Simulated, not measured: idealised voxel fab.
process module | voxel capacitor over wiring
cross-section cut | 230 nm wide | cells 5 nm
A cross-section is a grid of square cells, given in bands from the top down. A band is one or more rows of cells.
Each band's line starts with the height of the band's top and of its bottom, in nm. Then come its materials from left to right, each with its width in nm. One material with "throughout" fills the band from edge to edge. "air" is empty space.
Height 0 is the level under which the wafer as received is all one material. The lowest band goes on downwards, as in "0 down".
A width such as "30 to 40" changes by the same amount from each row of cells to the next, from the band's top row to its bottom row.
"no change" after a step means that no cell of the cross-section changed.
closed voids: empty space of 8 cells or more with no open way to the top, each as width x height at its distance from the left edge, in nm
after a step's settings: what the simulator itself notes on the step
overlay nm, on a step with a mask: how far to the right of its planned place the mask lay; to the left if negative
plan
1 op RECEIVE | material Si
2 op CONFORMAL_DEP | material SiO2 | thk nm 10
3 op DIRECTIONAL_DEP | material TiN | thk nm 5
4 op DIRECTIONAL_DEP | material W | thk nm 25
5 op DIRECTIONAL_DEP | material aC | thk nm 10
6 op PATTERN | tone cover | mask id METAL_1 | material resist | width nm 30 | pitch nm 85 | thk nm 30 | overlay nm 0
7 op DIRECTIONAL_ETCH | etch materials aC | depth nm 10
8 op STRIP | etch materials resist
9 op DIRECTIONAL_ETCH | etch materials W | depth nm 25
10 op DIRECTIONAL_ETCH | etch materials TiN | depth nm 5
11 op STRIP | etch materials aC
12 op FILL_DEP | material SiO2 | thk nm 5
13 op CMP | height nm 40
14 op CONFORMAL_DEP | material SiCN | thk nm 5
15 op DIRECTIONAL_DEP | material SiO2 | thk nm 20
16 op PATTERN | tone open | mask id PLUG_1 | material resist | width nm 15 | thk nm 20 | overlay nm 0
17 op DIRECTIONAL_ETCH | etch materials SiO2 | depth nm 20
18 op DIRECTIONAL_ETCH | etch materials SiCN | depth nm 5
19 op STRIP | etch materials resist
20 op CONFORMAL_DEP | material TiN | thk nm 5
21 op FILL_DEP | material Ru | thk nm 10
22 op CMP | height nm 65
23 op DIRECTIONAL_DEP | material TiN | thk nm 10
24 op DIRECTIONAL_DEP | material SiN | thk nm 5
25 op DIRECTIONAL_DEP | material TiN | thk nm 10
26 op PATTERN | tone cover | mask id UPPER_PLATE | material resist | width nm 60 | thk nm 20 | overlay nm 0
27 op DIRECTIONAL_ETCH | etch materials TiN | depth nm 10
28 op DIRECTIONAL_ETCH | etch materials SiN | depth nm 5
29 op STRIP | etch materials resist
30 op PATTERN | tone cover | mask id LOWER_PLATE | material resist | width nm 70 | thk nm 15 | overlay nm 0
31 op DIRECTIONAL_ETCH | etch materials TiN | depth nm 10
32 op STRIP | etch materials resist
33 op FILL_DEP | material SiO2 | thk nm 15
34 op CMP | height nm 100
35 op PATTERN | tone open | mask id PLUG_2 | material resist | width nm 15 | thk nm 20 | overlay nm 0
36 op DIRECTIONAL_ETCH | etch materials SiO2 | depth nm 10
37 op STRIP | etch materials resist
38 op CONFORMAL_DEP | material TiN | thk nm 5
39 op FILL_DEP | material W | thk nm 10
40 op CMP | height nm 100
41 op CONFORMAL_DEP | material SiN | thk nm 5
as received, after step 1
  0 down: Si throughout
  closed voids: none
first wafer at the end, as planned
  105 to 100: SiN throughout
  100 to 95: SiO2 80 | TiN 5 | W 5 | TiN 5 | SiO2 135
  95 to 90: SiO2 80 | TiN 15 | SiO2 135
  90 to 80: SiO2 70 | TiN 60 | SiO2 100
  80 to 75: SiO2 70 | SiN 60 | SiO2 100
  75 to 65: SiO2 65 | TiN 70 | SiO2 95
  65 to 45: SiO2 70 | TiN 5 | Ru 5 | TiN 5 | SiO2 145
  45 to 40: SiCN 70 | TiN 15 | SiCN 145
  40 to 15: SiO2 55 | W 30 | SiO2 55 | W 30 | SiO2 60
  15 to 10: SiO2 55 | TiN 30 | SiO2 55 | TiN 30 | SiO2 60
  10 to 0: SiO2 throughout
  0 down: Si throughout
  closed voids: none
second wafer at the end: like start, like plan, one mistake
  105 to 100: SiN throughout
  100 to 95: W 75 | TiN 5 | SiO2 15 | TiN 5 | W 130
  95 to 90: TiN 80 | SiO2 15 | TiN 135
  90 to 80: SiO2 70 | TiN 60 | SiO2 100
  80 to 75: SiO2 70 | SiN 60 | SiO2 100
  75 to 65: SiO2 65 | TiN 70 | SiO2 95
  65 to 45: SiO2 70 | TiN 5 | Ru 5 | TiN 5 | SiO2 145
  45 to 40: SiCN 70 | TiN 15 | SiCN 145
  40 to 15: SiO2 55 | W 30 | SiO2 55 | W 30 | SiO2 60
  15 to 10: SiO2 55 | TiN 30 | SiO2 55 | TiN 30 | SiO2 60
  10 to 0: SiO2 throughout
  0 down: Si throughout
  closed voids: none
what went wrong: step 35 ran as: op PATTERN | tone cover | mask id PLUG_2 | material resist | width nm 15 | thk nm 20 | overlay nm 0
at the end the second wafer has, in cells: 80 fewer of SiO2 | 40 more of TiN | 40 more of W
